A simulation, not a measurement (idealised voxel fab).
Name of the process module below: voxel transistor to metal
For reference, the cross-section in this document is cut, with width 165 nm and square cells of 5 nm.
Notation: cross-section as square-cell grid; stated in bands, top first, going down; one or more cell rows per band.
Per band: top height and bottom height in nm, followed by the left-to-right materials and their widths in nm; "everywhere" marks a single material spanning edge to edge, "blank" marks empty space.
A quick word on heights: they are counted from 0, and under that level the wafer as it came to us is one material throughout. The lowest band is different from the rest in having no bottom; it simply continues downward, written as in "0 nm and below".
The two numbers in a width such as "30->40" mark its ends across the band: the first belongs to the top row of cells, the second to the bottom row, and from each row to the next the width moves by the same amount.
Basically "nothing different" means that step didn't change any cell in the cross-section.
Basically, "Closed empty spaces" tells you about the enclosed voids: empty spaces with no open way to the top, 8 cells or bigger, each written width x height at distance, where distance is from the left edge, all in nm.
Step line, after settings: the simulator's comment on this step.
"overlay nm" answers the question of how far to the right of plan the mask lay on a step that has a mask, and when it is negative the answer is to the left.
Pairs from here to the end. Each: cross-section before one process step, cross-section after it, the latter only as far down as the lowest band that changed. Under each: the step between, and its settings. Mind that the pairs may be taken from different runs of this module on the same starting wafer; whether a pair continues from the pair above depends on its entry headed "Incoming structure", and it does only where that entry says so.

## Incoming structure
0 nm and below  Si everywhere
Closed empty spaces: none

## Sectional Result
5 nm to 0 nm  SiO2 everywhere
Everything below 0 is unchanged.
Closed empty spaces: none
Going from the before section above to the after section, the step was CONFORMAL_DEP: material SiO2, thk nm 5

Incoming structure: check the pair just above; its after cross-section is our before state.

## Sectional Result
15 nm to 5 nm  SiN everywhere
Everything below 5 is unchanged.
Closed empty spaces: none
Going from the before section above to the after section, the step was CONFORMAL_DEP: material SiN, thk nm 10

Incoming structure: check the pair just above; its after cross-section is our before state.

## Sectional Result
35 nm to 15 nm  blank (25); resist (115); blank (25)
Everything below 15 is unchanged.
Closed empty spaces: none
Going from the before section above to the after section, the step was PATTERN: tone cover, mask id ACTIVE, material resist, width nm 115, thk nm 20, overlay nm 0

Incoming structure: check the pair just above; its after cross-section is our before state.

## Sectional Result
35 nm to 15 nm  blank (25); resist (115); blank (25)
15 nm to 5 nm  blank (25); SiN (115); blank (25)
Everything below 5 is unchanged.
Closed empty spaces: none
Going from the before section above to the after section, the step was DIRECTIONAL_ETCH: etch materials SiN, depth nm 10

Incoming structure: check the pair just above; its after cross-section is our before state.

## Sectional Result
35 nm to 15 nm  blank (25); resist (115); blank (25)
15 nm to 5 nm  blank (25); SiN (115); blank (25)
5 nm to 0 nm  blank (25); SiO2 (115); blank (25)
Everything below 0 is unchanged.
Closed empty spaces: none
Going from the before section above to the after section, the step was DIRECTIONAL_ETCH: etch materials SiO2, depth nm 5

Incoming structure: check the pair just above; its after cross-section is our before state.

## Sectional Result
35 nm to 15 nm  blank (25); resist (115); blank (25)
15 nm to 5 nm  blank (25); SiN (115); blank (25)
5 nm to 0 nm  blank (25); SiO2 (115); blank (25)
0 nm to -25 nm  blank (25); Si (115); blank (25)
Everything below -25 is unchanged.
Closed empty spaces: none
Going from the before section above to the after section, the step was DIRECTIONAL_ETCH: etch materials Si, depth nm 25

Incoming structure: check the pair just above; its after cross-section is our before state.

## Sectional Result
15 nm to 5 nm  blank (25); SiN (115); blank (25)
Everything below 5 is unchanged.
Closed empty spaces: none
Going from the before section above to the after section, the step was STRIP: etch materials resist

Incoming structure: check the pair just above; its after cross-section is our before state.

## Sectional Result
25 nm to 15 nm  SiO2 everywhere
15 nm to 5 nm  SiO2 (25); SiN (115); SiO2 (25)
5 nm to 0 nm  SiO2 everywhere
0 nm to -25 nm  SiO2 (25); Si (115); SiO2 (25)
Everything below -25 is unchanged.
Closed empty spaces: none
Going from the before section above to the after section, the step was FILL_DEP: material SiO2, thk nm 10

Incoming structure: check the pair just above; its after cross-section is our before state.

## Sectional Result
15 nm to 5 nm  SiO2 (25); SiN (115); SiO2 (25)
Everything below 5 is unchanged.
Closed empty spaces: none
Going from the before section above to the after section, the step was CMP: height nm 15

Incoming structure: check the pair just above; its after cross-section is our before state.

## Sectional Result
15 nm to 5 nm  blank (25); SiN (115); blank (25)
Everything below 5 is unchanged.
Closed empty spaces: none
Going from the before section above to the after section, the step was SELECTIVE_ETCH: etch materials SiO2, depth nm 10

Incoming structure: check the pair just above; its after cross-section is our before state.

## Sectional Result
5 nm to 0 nm  SiO2 everywhere
Everything below 0 is unchanged.
Closed empty spaces: none
Going from the before section above to the after section, the step was STRIP: etch materials SiN

Incoming structure: check the pair just above; its after cross-section is our before state.

## Sectional Result
0 nm to -25 nm  SiO2 (25); Si (115); SiO2 (25)
Everything below -25 is unchanged.
Closed empty spaces: none
Going from the before section above to the after section, the step was SELECTIVE_ETCH: etch materials SiO2, depth nm 5

Incoming structure: check the pair just above; its after cross-section is our before state.

## Sectional Result
0 nm to -5 nm  SiO2 everywhere
Everything below -5 is unchanged.
Closed empty spaces: none
Going from the before section above to the after section, the step was OXIDIZE: depth nm 5

Incoming structure: check the pair just above; its after cross-section is our before state.

## Sectional Result
25 nm to 0 nm  polySi everywhere
Everything below 0 is unchanged.
Closed empty spaces: none
Going from the before section above to the after section, the step was DIRECTIONAL_DEP: material polySi, thk nm 25

Incoming structure: check the pair just above; its after cross-section is our before state.

## Sectional Result
40 nm to 25 nm  SiCN everywhere
Everything below 25 is unchanged.
Closed empty spaces: none
Going from the before section above to the after section, the step was DIRECTIONAL_DEP: material SiCN, thk nm 15

Incoming structure: check the pair just above; its after cross-section is our before state.

## Sectional Result
40 nm to 25 nm  blank (70); SiCN (25); blank (70)
Everything below 25 is unchanged.
Closed empty spaces: none
Going from the before section above to the after section, the step was MASKED_ETCH: tone cover, mask id GATE, width nm 25, etch materials SiCN, depth nm 25, overlay nm 0

Incoming structure: check the pair just above; its after cross-section is our before state.

## Sectional Result
40 nm to 25 nm  blank (70); SiCN (25); blank (70)
25 nm to 0 nm  blank (70); polySi (25); blank (70)
Everything below 0 is unchanged.
Closed empty spaces: none
Going from the before section above to the after section, the step was MASKED_ETCH: tone cover, mask id GATE, width nm 25, etch materials polySi, depth nm 35, overlay nm 0

Incoming structure: check the pair just above; its after cross-section is our before state.

## Sectional Result
50 nm to 40 nm  blank (60); SiN (45); blank (60)
40 nm to 25 nm  blank (60); SiN (10); SiCN (25); SiN (10); blank (60)
25 nm to 10 nm  blank (60); SiN (10); polySi (25); SiN (10); blank (60)
10 nm to 0 nm  SiN (70); polySi (25); SiN (70)
Everything below 0 is unchanged.
Closed empty spaces: none
Going from the before section above to the after section, the step was CONFORMAL_DEP: material SiN, thk nm 10

Incoming structure: check the pair just above; its after cross-section is our before state.

## Sectional Result
40 nm to 25 nm  blank (60); SiN (10); SiCN (25); SiN (10); blank (60)
25 nm to 0 nm  blank (60); SiN (10); polySi (25); SiN (10); blank (60)
Everything below 0 is unchanged.
Closed empty spaces: none
Going from the before section above to the after section, the step was DIRECTIONAL_ETCH: etch materials SiN, depth nm 10

Incoming structure: check the pair just above; its after cross-section is our before state.

## Sectional Result
40 nm to 25 nm  blank (60); SiN (10); SiCN (25); SiN (10); blank (60)
25 nm to 0 nm  blank (60); SiN (10); polySi (25); SiN (10); blank (60)
0 nm to -5 nm  blank (60); SiO2 (45); blank (60)
Everything below -5 is unchanged.
Closed empty spaces: none
Going from the before section above to the after section, the step was DIRECTIONAL_ETCH: etch materials SiO2, depth nm 5

Incoming structure: check the pair just above; its after cross-section is our before state.

## Sectional Result
40 nm to 25 nm  blank (60); SiN (10); SiCN (25); SiN (10); blank (60)
25 nm to 0 nm  blank (60); SiN (10); polySi (25); SiN (10); blank (60)
0 nm to -5 nm  blank (60); SiO2 (45); blank (60)
-5 nm to -20 nm  SiO2 (25); blank (35); Si (45); blank (35); SiO2 (25)
Everything below -20 is unchanged.
Closed empty spaces: none
Going from the before section above to the after section, the step was DIRECTIONAL_ETCH: etch materials Si, depth nm 15

Incoming structure: check the pair just above; its after cross-section is our before state.

## Sectional Result
40 nm to 25 nm  blank (60); SiN (10); SiCN (25); SiN (10); blank (60)
25 nm to 15 nm  blank (60); SiN (10); polySi (25); SiN (10); blank (60)
15 nm to 0 nm  blank (40); nSi (20); SiN (10); polySi (25); SiN (10); nSi (20); blank (40)
0 nm to -5 nm  blank (20); nSi (40); SiO2 (45); nSi (40); blank (20)
-5 nm to -20 nm  SiO2 (25); nSi (35); Si (45); nSi (35); SiO2 (25)
Everything below -20 is unchanged.
Closed empty spaces: none
Going from the before section above to the after section, the step was EPI: material nSi, thk nm 20

Incoming structure: check the pair just above; its after cross-section is our before state.

## Sectional Result
45 nm to 40 nm  SiO2 everywhere
40 nm to 25 nm  SiO2 (60); SiN (10); SiCN (25); SiN (10); SiO2 (60)
25 nm to 15 nm  SiO2 (60); SiN (10); polySi (25); SiN (10); SiO2 (60)
15 nm to 0 nm  SiO2 (40); nSi (20); SiN (10); polySi (25); SiN (10); nSi (20); SiO2 (40)
0 nm to -5 nm  SiO2 (20); nSi (40); SiO2 (45); nSi (40); SiO2 (20)
Everything below -5 is unchanged.
Closed empty spaces: none
Going from the before section above to the after section, the step was FILL_DEP: material SiO2, thk nm 5

Incoming structure: check the pair just above; its after cross-section is our before state.

## Sectional Result
25 nm to 15 nm  SiO2 (60); SiN (10); polySi (25); SiN (10); SiO2 (60)
Everything below 15 is unchanged.
Closed empty spaces: none
Going from the before section above to the after section, the step was CMP: height nm 25

Incoming structure: check the pair just above; its after cross-section is our before state.

## Sectional Result
25 nm to 15 nm  SiO2 (60); SiN (10); blank (25); SiN (10); SiO2 (60)
15 nm to 0 nm  SiO2 (40); nSi (20); SiN (10); blank (25); SiN (10); nSi (20); SiO2 (40)
Everything below 0 is unchanged.
Closed empty spaces: none
Going from the before section above to the after section, the step was STRIP: etch materials polySi

Incoming structure: check the pair just above; its after cross-section is our before state.

## Sectional Result
25 nm to 20 nm  blank (60); SiN (10); blank (25); SiN (10); blank (60)
20 nm to 15 nm  SiO2 (60); SiN (10); blank (25); SiN (10); SiO2 (60)
15 nm to 0 nm  SiO2 (40); nSi (20); SiN (10); blank (25); SiN (10); nSi (20); SiO2 (40)
0 nm to -5 nm  SiO2 (20); nSi (40); SiO2 (5); blank (35); SiO2 (5); nSi (40); SiO2 (20)
Everything below -5 is unchanged.
Closed empty spaces: none
Going from the before section above to the after section, the step was SELECTIVE_ETCH: etch materials SiO2, depth nm 5

Incoming structure: check the pair just above; its after cross-section is our before state.

## Sectional Result
30 nm to 25 nm  blank (55); HfO2 (20); blank (15); HfO2 (20); blank (55)
25 nm to 20 nm  HfO2 (60); SiN (10); HfO2 (5); blank (15); HfO2 (5); SiN (10); HfO2 (60)
20 nm to 15 nm  SiO2 (60); SiN (10); HfO2 (5); blank (15); HfO2 (5); SiN (10); SiO2 (60)
15 nm to 0 nm  SiO2 (40); nSi (20); SiN (10); HfO2 (5); blank (15); HfO2 (5); SiN (10); nSi (20); SiO2 (40)
0 nm to -5 nm  SiO2 (20); nSi (40); SiO2 (5); HfO2 (35); SiO2 (5); nSi (40); SiO2 (20)
Everything below -5 is unchanged.
Closed empty spaces: none
Going from the before section above to the after section, the step was CONFORMAL_DEP: material HfO2, thk nm 5

Incoming structure: check the pair just above; its after cross-section is our before state.

## Sectional Result
35 nm to 30 nm  blank (50); TiN (30); blank (5); TiN (30); blank (50)
30 nm to 25 nm  TiN (55); HfO2 (20); TiN (5); blank (5); TiN (5); HfO2 (20); TiN (55)
25 nm to 20 nm  HfO2 (60); SiN (10); HfO2 (5); TiN (5); blank (5); TiN (5); HfO2 (5); SiN (10); HfO2 (60)
20 nm to 15 nm  SiO2 (60); SiN (10); HfO2 (5); TiN (5); blank (5); TiN (5); HfO2 (5); SiN (10); SiO2 (60)
15 nm to 5 nm  SiO2 (40); nSi (20); SiN (10); HfO2 (5); TiN (5); blank (5); TiN (5); HfO2 (5); SiN (10); nSi (20); SiO2 (40)
5 nm to 0 nm  SiO2 (40); nSi (20); SiN (10); HfO2 (5); TiN (15); HfO2 (5); SiN (10); nSi (20); SiO2 (40)
Everything below 0 is unchanged.
Closed empty spaces: none
Going from the before section above to the after section, the step was CONFORMAL_DEP: material TiN, thk nm 5

Incoming structure: check the pair just above; its after cross-section is our before state.

## Sectional Result
40 nm to 35 nm  W everywhere
35 nm to 30 nm  W (50); TiN (30); W (5); TiN (30); W (50)
30 nm to 25 nm  TiN (55); HfO2 (20); TiN (5); W (5); TiN (5); HfO2 (20); TiN (55)
25 nm to 20 nm  HfO2 (60); SiN (10); HfO2 (5); TiN (5); W (5); TiN (5); HfO2 (5); SiN (10); HfO2 (60)
20 nm to 15 nm  SiO2 (60); SiN (10); HfO2 (5); TiN (5); W (5); TiN (5); HfO2 (5); SiN (10); SiO2 (60)
15 nm to 5 nm  SiO2 (40); nSi (20); SiN (10); HfO2 (5); TiN (5); W (5); TiN (5); HfO2 (5); SiN (10); nSi (20); SiO2 (40)
Everything below 5 is unchanged.
Closed empty spaces: none
Going from the before section above to the after section, the step was FILL_DEP: material W, thk nm 5

Incoming structure: check the pair just above; its after cross-section is our before state.

## Sectional Result
20 nm to 15 nm  SiO2 (60); SiN (10); HfO2 (5); TiN (5); W (5); TiN (5); HfO2 (5); SiN (10); SiO2 (60)
Everything below 15 is unchanged.
Closed empty spaces: none
Going from the before section above to the after section, the step was CMP: height nm 20

Incoming structure: check the pair just above; its after cross-section is our before state.

## Sectional Result
30 nm to 20 nm  SiO2 everywhere
Everything below 20 is unchanged.
Closed empty spaces: none
Going from the before section above to the after section, the step was DIRECTIONAL_DEP: material SiO2, thk nm 10

Incoming structure: check the pair just above; its after cross-section is our before state.

## Sectional Result
50 nm to 30 nm  resist (35); blank (20); resist (55); blank (20); resist (35)
Everything below 30 is unchanged.
Closed empty spaces: none
Going from the before section above to the after section, the step was PATTERN: tone open, mask id CONTACT, material resist, width nm 20, pitch nm 75, thk nm 20, overlay nm 0

Incoming structure: check the pair just above; its after cross-section is our before state.

## Sectional Result
50 nm to 30 nm  resist (35); blank (20); resist (55); blank (20); resist (35)
30 nm to 20 nm  SiO2 (35); blank (20); SiO2 (55); blank (20); SiO2 (35)
20 nm to 15 nm  SiO2 (35); blank (20); SiO2 (5); SiN (10); HfO2 (5); TiN (5); W (5); TiN (5); HfO2 (5); SiN (10); SiO2 (5); blank (20); SiO2 (35)
15 nm to 5 nm  SiO2 (35); blank (5); nSi (20); SiN (10); HfO2 (5); TiN (5); W (5); TiN (5); HfO2 (5); SiN (10); nSi (20); blank (5); SiO2 (35)
5 nm to 0 nm  SiO2 (35); blank (5); nSi (20); SiN (10); HfO2 (5); TiN (15); HfO2 (5); SiN (10); nSi (20); blank (5); SiO2 (35)
Everything below 0 is unchanged.
Closed empty spaces: none
Going from the before section above to the after section, the step was DIRECTIONAL_ETCH: etch materials SiO2, depth nm 30

Incoming structure: check the pair just above; its after cross-section is our before state.

## Sectional Result
30 nm to 20 nm  SiO2 (35); blank (20); SiO2 (55); blank (20); SiO2 (35)
Everything below 20 is unchanged.
Closed empty spaces: none
Going from the before section above to the after section, the step was STRIP: etch materials resist

Incoming structure: check the pair just above; its after cross-section is our before state.

## Sectional Result
35 nm to 30 nm  TiN (40); blank (10); TiN (65); blank (10); TiN (40)
30 nm to 20 nm  SiO2 (35); TiN (5); blank (10); TiN (5); SiO2 (55); TiN (5); blank (10); TiN (5); SiO2 (35)
20 nm to 15 nm  SiO2 (35); TiN (20); SiO2 (5); SiN (10); HfO2 (5); TiN (5); W (5); TiN (5); HfO2 (5); SiN (10); SiO2 (5); TiN (20); SiO2 (35)
15 nm to 5 nm  SiO2 (35); TiN (5); nSi (20); SiN (10); HfO2 (5); TiN (5); W (5); TiN (5); HfO2 (5); SiN (10); nSi (20); TiN (5); SiO2 (35)
5 nm to 0 nm  SiO2 (35); TiN (5); nSi (20); SiN (10); HfO2 (5); TiN (15); HfO2 (5); SiN (10); nSi (20); TiN (5); SiO2 (35)
Everything below 0 is unchanged.
Closed empty spaces: none
Going from the before section above to the after section, the step was CONFORMAL_DEP: material TiN, thk nm 5

Incoming structure: check the pair just above; its after cross-section is our before state.

## Sectional Result
40 nm to 35 nm  W everywhere
35 nm to 30 nm  TiN (40); W (10); TiN (65); W (10); TiN (40)
30 nm to 20 nm  SiO2 (35); TiN (5); W (10); TiN (5); SiO2 (55); TiN (5); W (10); TiN (5); SiO2 (35)
Everything below 20 is unchanged.
Closed empty spaces: none
Going from the before section above to the after section, the step was FILL_DEP: material W, thk nm 5

Incoming structure: check the pair just above; its after cross-section is our before state.

## Sectional Result
30 nm to 20 nm  SiO2 (35); TiN (5); W (10); TiN (5); SiO2 (55); TiN (5); W (10); TiN (5); SiO2 (35)
Everything below 20 is unchanged.
Closed empty spaces: none
Going from the before section above to the after section, the step was CMP: height nm 30

Incoming structure: check the pair just above; its after cross-section is our before state.

## Sectional Result
35 nm to 30 nm  SiCN everywhere
Everything below 30 is unchanged.
Closed empty spaces: none
Going from the before section above to the after section, the step was CONFORMAL_DEP: material SiCN, thk nm 5

Incoming structure: check the pair just above; its after cross-section is our before state.

## Sectional Result
55 nm to 35 nm  lowk everywhere
Everything below 35 is unchanged.
Closed empty spaces: none
Going from the before section above to the after section, the step was DIRECTIONAL_DEP: material lowk, thk nm 20

Incoming structure: check the pair just above; its after cross-section is our before state.

## Sectional Result
70 nm to 55 nm  aC everywhere
Everything below 55 is unchanged.
Closed empty spaces: none
Going from the before section above to the after section, the step was DIRECTIONAL_DEP: material aC, thk nm 15

Incoming structure: check the pair just above; its after cross-section is our before state.

## Sectional Result
100 nm to 70 nm  resist (35); blank (20); resist (55); blank (20); resist (35)
Everything below 70 is unchanged.
Closed empty spaces: none
Going from the before section above to the after section, the step was PATTERN: tone open, mask id METAL_1, material resist, width nm 20, pitch nm 75, thk nm 30, overlay nm 0

Incoming structure: check the pair just above; its after cross-section is our before state.

## Sectional Result
85 nm to 70 nm  resist (35); blank (20); resist (55); blank (20); resist (35)
70 nm to 55 nm  aC (35); blank (20); aC (55); blank (20); aC (35)
Everything below 55 is unchanged.
Closed empty spaces: none
Going from the before section above to the after section, the step was DIRECTIONAL_ETCH: etch materials aC, depth nm 15

Incoming structure: check the pair just above; its after cross-section is our before state.

## Sectional Result
70 nm to 55 nm  aC (35); blank (20); aC (55); blank (20); aC (35)
Everything below 55 is unchanged.
Closed empty spaces: none
Going from the before section above to the after section, the step was STRIP: etch materials resist

Incoming structure: check the pair just above; its after cross-section is our before state.

## Sectional Result
70 nm to 55 nm  aC (35); blank (20); aC (55); blank (20); aC (35)
55 nm to 35 nm  lowk (35); blank (20); lowk (55); blank (20); lowk (35)
Everything below 35 is unchanged.
Closed empty spaces: none
Going from the before section above to the after section, the step was DIRECTIONAL_ETCH: etch materials lowk, depth nm 20

Incoming structure: check the pair just above; its after cross-section is our before state.

## Sectional Result
70 nm to 55 nm  aC (35); blank (20); aC (55); blank (20); aC (35)
55 nm to 35 nm  lowk (35); blank (20); lowk (55); blank (20); lowk (35)
35 nm to 30 nm  SiCN (35); blank (20); SiCN (55); blank (20); SiCN (35)
Everything below 30 is unchanged.
Closed empty spaces: none
Going from the before section above to the after section, the step was DIRECTIONAL_ETCH: etch materials SiCN, depth nm 5

Incoming structure: check the pair just above; its after cross-section is our before state.

## Sectional Result
55 nm to 35 nm  lowk (35); blank (20); lowk (55); blank (20); lowk (35)
Everything below 35 is unchanged.
Closed empty spaces: none
Going from the before section above to the after section, the step was STRIP: etch materials aC

Incoming structure: check the pair just above; its after cross-section is our before state.

## Sectional Result
60 nm to 55 nm  TiN (40); blank (10); TiN (65); blank (10); TiN (40)
55 nm to 35 nm  lowk (35); TiN (5); blank (10); TiN (5); lowk (55); TiN (5); blank (10); TiN (5); lowk (35)
35 nm to 30 nm  SiCN (35); TiN (20); SiCN (55); TiN (20); SiCN (35)
Everything below 30 is unchanged.
Closed empty spaces: none
Going from the before section above to the after section, the step was CONFORMAL_DEP: material TiN, thk nm 5

Incoming structure: check the pair just above; its after cross-section is our before state.

## Sectional Result
65 nm to 60 nm  Cu everywhere
60 nm to 55 nm  TiN (40); Cu (10); TiN (65); Cu (10); TiN (40)
55 nm to 35 nm  lowk (35); TiN (5); Cu (10); TiN (5); lowk (55); TiN (5); Cu (10); TiN (5); lowk (35)
Everything below 35 is unchanged.
Closed empty spaces: none
Going from the before section above to the after section, the step was FILL_DEP: material Cu, thk nm 5

Incoming structure: check the pair just above; its after cross-section is our before state.

## Sectional Result
55 nm to 35 nm  lowk (35); TiN (5); Cu (10); TiN (5); lowk (55); TiN (5); Cu (10); TiN (5); lowk (35)
Everything below 35 is unchanged.
Closed empty spaces: none
Going from the before section above to the after section, the step was CMP: height nm 55

Incoming structure: check the pair just above; its after cross-section is our before state.

## Sectional Result
60 nm to 55 nm  blank (30); Ru (30); blank (45); Ru (30); blank (30)
Everything below 55 is unchanged.
Closed empty spaces: none
Going from the before section above to the after section, the step was EPI: material Ru, thk nm 5

Incoming structure: check the pair just above; its after cross-section is our before state.

## Sectional Result
65 nm to 60 nm  SiCN everywhere
60 nm to 55 nm  SiCN (30); Ru (30); SiCN (45); Ru (30); SiCN (30)
Everything below 55 is unchanged.
Closed empty spaces: none
Going from the before section above to the after section, the step was FILL_DEP: material SiCN, thk nm 5

Incoming structure: check the pair just above; its after cross-section is our before state.

## Sectional Result
95 nm to 65 nm  lowk everywhere
Everything below 65 is unchanged.
Closed empty spaces: none
Going from the before section above to the after section, the step was DIRECTIONAL_DEP: material lowk, thk nm 30

Incoming structure: check the pair just above; its after cross-section is our before state.

## Sectional Result
95 nm to 80 nm  lowk (35); blank (20); lowk (55); blank (20); lowk (35)
Everything below 80 is unchanged.
Closed empty spaces: none
Going from the before section above to the after section, the step was MASKED_ETCH: tone open, mask id METAL_2, width nm 20, pitch nm 75, etch materials lowk, depth nm 15, overlay nm 0

Incoming structure: check the pair just above; its after cross-section is our before state.

## Sectional Result
95 nm to 80 nm  lowk (35); blank (20); lowk (55); blank (20); lowk (35)
80 nm to 65 nm  lowk (35); blank (15); lowk (60); blank (15); lowk (40)
Everything below 65 is unchanged.
Closed empty spaces: none
Going from the before section above to the after section, the step was MASKED_ETCH: tone open, mask id METAL_2_HOLES, width nm 15, pitch nm 75, etch materials lowk, depth nm 15, overlay nm 0

Incoming structure: check the pair just above; its after cross-section is our before state.

## Sectional Result
95 nm to 80 nm  lowk (35); blank (20); lowk (55); blank (20); lowk (35)
80 nm to 65 nm  lowk (35); blank (15); lowk (60); blank (15); lowk (40)
65 nm to 60 nm  SiCN (35); blank (15); SiCN (60); blank (15); SiCN (40)
Everything below 60 is unchanged.
Closed empty spaces: none
Going from the before section above to the after section, the step was MASKED_ETCH: tone open, mask id METAL_2_HOLES, width nm 15, pitch nm 75, etch materials SiCN, depth nm 5, overlay nm 0

Incoming structure: check the pair just above; its after cross-section is our before state.

## Sectional Result
100 nm to 95 nm  TiN (40); blank (10); TiN (65); blank (10); TiN (40)
95 nm to 85 nm  lowk (35); TiN (5); blank (10); TiN (5); lowk (55); TiN (5); blank (10); TiN (5); lowk (35)
85 nm to 80 nm  lowk (35); TiN (5); blank (5); TiN (10); lowk (55); TiN (5); blank (5); TiN (10); lowk (35)
80 nm to 65 nm  lowk (35); TiN (5); blank (5); TiN (5); lowk (60); TiN (5); blank (5); TiN (5); lowk (40)
65 nm to 60 nm  SiCN (35); TiN (15); SiCN (60); TiN (15); SiCN (40)
Everything below 60 is unchanged.
Closed empty spaces: none
Going from the before section above to the after section, the step was CONFORMAL_DEP: material TiN, thk nm 5

Incoming structure: check the pair just above; its after cross-section is our before state.

## Sectional Result
105 nm to 100 nm  Cu everywhere
100 nm to 95 nm  TiN (40); Cu (10); TiN (65); Cu (10); TiN (40)
95 nm to 85 nm  lowk (35); TiN (5); Cu (10); TiN (5); lowk (55); TiN (5); Cu (10); TiN (5); lowk (35)
85 nm to 80 nm  lowk (35); TiN (5); Cu (5); TiN (10); lowk (55); TiN (5); Cu (5); TiN (10); lowk (35)
80 nm to 65 nm  lowk (35); TiN (5); Cu (5); TiN (5); lowk (60); TiN (5); Cu (5); TiN (5); lowk (40)
Everything below 65 is unchanged.
Closed empty spaces: none
Going from the before section above to the after section, the step was FILL_DEP: material Cu, thk nm 5

Incoming structure: check the pair just above; its after cross-section is our before state.

## Sectional Result
95 nm to 85 nm  lowk (35); TiN (5); Cu (10); TiN (5); lowk (55); TiN (5); Cu (10); TiN (5); lowk (35)
Everything below 85 is unchanged.
Closed empty spaces: none
Going from the before section above to the after section, the step was CMP: height nm 95

Incoming structure: check the pair just above; its after cross-section is our before state.

## Sectional Result
100 nm to 95 nm  SiCN everywhere
Everything below 95 is unchanged.
Closed empty spaces: none
Going from the before section above to the after section, the step was CONFORMAL_DEP: material SiCN, thk nm 5

## Incoming structure
0 nm and below  Si everywhere
Closed empty spaces: none

## Sectional Result
10 nm to 0 nm  SiN everywhere
Everything below 0 is unchanged.
Closed empty spaces: none
Going from the before section above to the after section, the step was CONFORMAL_DEP: material SiN, thk nm 10

Incoming structure: check the pair just above; its after cross-section is our before state.

## Sectional Result
30 nm to 10 nm  blank (25); resist (115); blank (25)
Everything below 10 is unchanged.
Closed empty spaces: none
Going from the before section above to the after section, the step was PATTERN: tone cover, mask id ACTIVE, material resist, width nm 115, thk nm 20, overlay nm 0

Incoming structure: check the pair just above; its after cross-section is our before state.

## Sectional Result
30 nm to 10 nm  blank (25); resist (115); blank (25)
10 nm to 0 nm  blank (25); SiN (115); blank (25)
Everything below 0 is unchanged.
Closed empty spaces: none
Going from the before section above to the after section, the step was DIRECTIONAL_ETCH: etch materials SiN, depth nm 10

Incoming structure: check the pair just above; its after cross-section is our before state.

## Sectional Result
30 nm to 10 nm  blank (25); resist (115); blank (25)
10 nm to 0 nm  blank (25); SiN (115); blank (25)
0 nm to -25 nm  blank (25); Si (115); blank (25)
Everything below -25 is unchanged.
Closed empty spaces: none
Going from the before section above to the after section, the step was DIRECTIONAL_ETCH: etch materials Si, depth nm 25

Incoming structure: check the pair just above; its after cross-section is our before state.

## Sectional Result
10 nm to 0 nm  blank (25); SiN (115); blank (25)
Everything below 0 is unchanged.
Closed empty spaces: none
Going from the before section above to the after section, the step was STRIP: etch materials resist

Incoming structure: check the pair just above; its after cross-section is our before state.

## Sectional Result
20 nm to 10 nm  SiO2 everywhere
10 nm to 0 nm  SiO2 (25); SiN (115); SiO2 (25)
0 nm to -25 nm  SiO2 (25); Si (115); SiO2 (25)
Everything below -25 is unchanged.
Closed empty spaces: none
Going from the before section above to the after section, the step was FILL_DEP: material SiO2, thk nm 10

Incoming structure: check the pair just above; its after cross-section is our before state.

## Sectional Result
15 nm to 10 nm  SiO2 everywhere
Everything below 10 is unchanged.
Closed empty spaces: none
Going from the before section above to the after section, the step was CMP: height nm 15

Incoming structure: check the pair just above; its after cross-section is our before state.

## Sectional Result
10 nm to 5 nm  blank (25); SiN (115); blank (25)
Everything below 5 is unchanged.
Closed empty spaces: none
Going from the before section above to the after section, the step was SELECTIVE_ETCH: etch materials SiO2, depth nm 10

Incoming structure: check the pair just above; its after cross-section is our before state.

## Sectional Result
5 nm to 0 nm  SiO2 (25); blank (115); SiO2 (25)
Everything below 0 is unchanged.
Closed empty spaces: none
Going from the before section above to the after section, the step was STRIP: etch materials SiN

Incoming structure: check the pair just above; its after cross-section is our before state.

## Sectional Result
0 nm to -5 nm  SiO2 (20); blank (5); Si (115); blank (5); SiO2 (20)
Everything below -5 is unchanged.
Closed empty spaces: none
Going from the before section above to the after section, the step was SELECTIVE_ETCH: etch materials SiO2, depth nm 5

Incoming structure: check the pair just above; its after cross-section is our before state.

## Sectional Result
0 nm to -5 nm  SiO2 (20); blank (5); SiO2 (115); blank (5); SiO2 (20)
-5 nm to -10 nm  SiO2 (30); Si (105); SiO2 (30)
Everything below -10 is unchanged.
Closed empty spaces: none
Going from the before section above to the after section, the step was OXIDIZE: depth nm 5

Incoming structure: check the pair just above; its after cross-section is our before state.

## Sectional Result
25 nm to 20 nm  polySi (20); blank (5); polySi (115); blank (5); polySi (20)
20 nm to 0 nm  polySi everywhere
0 nm to -5 nm  SiO2 (20); polySi (5); SiO2 (115); polySi (5); SiO2 (20)
Everything below -5 is unchanged.
Closed empty spaces: none
Going from the before section above to the after section, the step was DIRECTIONAL_DEP: material polySi, thk nm 25

Incoming structure: check the pair just above; its after cross-section is our before state.

## Sectional Result
40 nm to 35 nm  SiCN (20); blank (5); SiCN (115); blank (5); SiCN (20)
35 nm to 25 nm  SiCN everywhere
25 nm to 20 nm  polySi (20); SiCN (5); polySi (115); SiCN (5); polySi (20)
Everything below 20 is unchanged.
Closed empty spaces: none
Going from the before section above to the after section, the step was DIRECTIONAL_DEP: material SiCN, thk nm 15

Incoming structure: check the pair just above; its after cross-section is our before state.

## Sectional Result
40 nm to 25 nm  blank (70); SiCN (25); blank (70)
25 nm to 20 nm  polySi (20); blank (5); polySi (115); blank (5); polySi (20)
Everything below 20 is unchanged.
Closed empty spaces: none
Going from the before section above to the after section, the step was MASKED_ETCH: tone cover, mask id GATE, width nm 25, etch materials SiCN, depth nm 25, overlay nm 0

Incoming structure: check the pair just above; its after cross-section is our before state.

## Sectional Result
40 nm to 25 nm  blank (70); SiCN (25); blank (70)
25 nm to 0 nm  blank (70); polySi (25); blank (70)
0 nm to -5 nm  SiO2 (20); blank (5); SiO2 (115); blank (5); SiO2 (20)
Everything below -5 is unchanged.
Closed empty spaces: none
Going from the before section above to the after section, the step was MASKED_ETCH: tone cover, mask id GATE, width nm 25, etch materials polySi, depth nm 35, overlay nm 0

Incoming structure: check the pair just above; its after cross-section is our before state.

## Sectional Result
50 nm to 40 nm  blank (60); SiN (45); blank (60)
40 nm to 25 nm  blank (60); SiN (10); SiCN (25); SiN (10); blank (60)
25 nm to 10 nm  blank (60); SiN (10); polySi (25); SiN (10); blank (60)
10 nm to 0 nm  SiN (70); polySi (25); SiN (70)
0 nm to -5 nm  SiO2 (20); SiN (5); SiO2 (115); SiN (5); SiO2 (20)
Everything below -5 is unchanged.
Closed empty spaces: none
Going from the before section above to the after section, the step was CONFORMAL_DEP: material SiN, thk nm 10
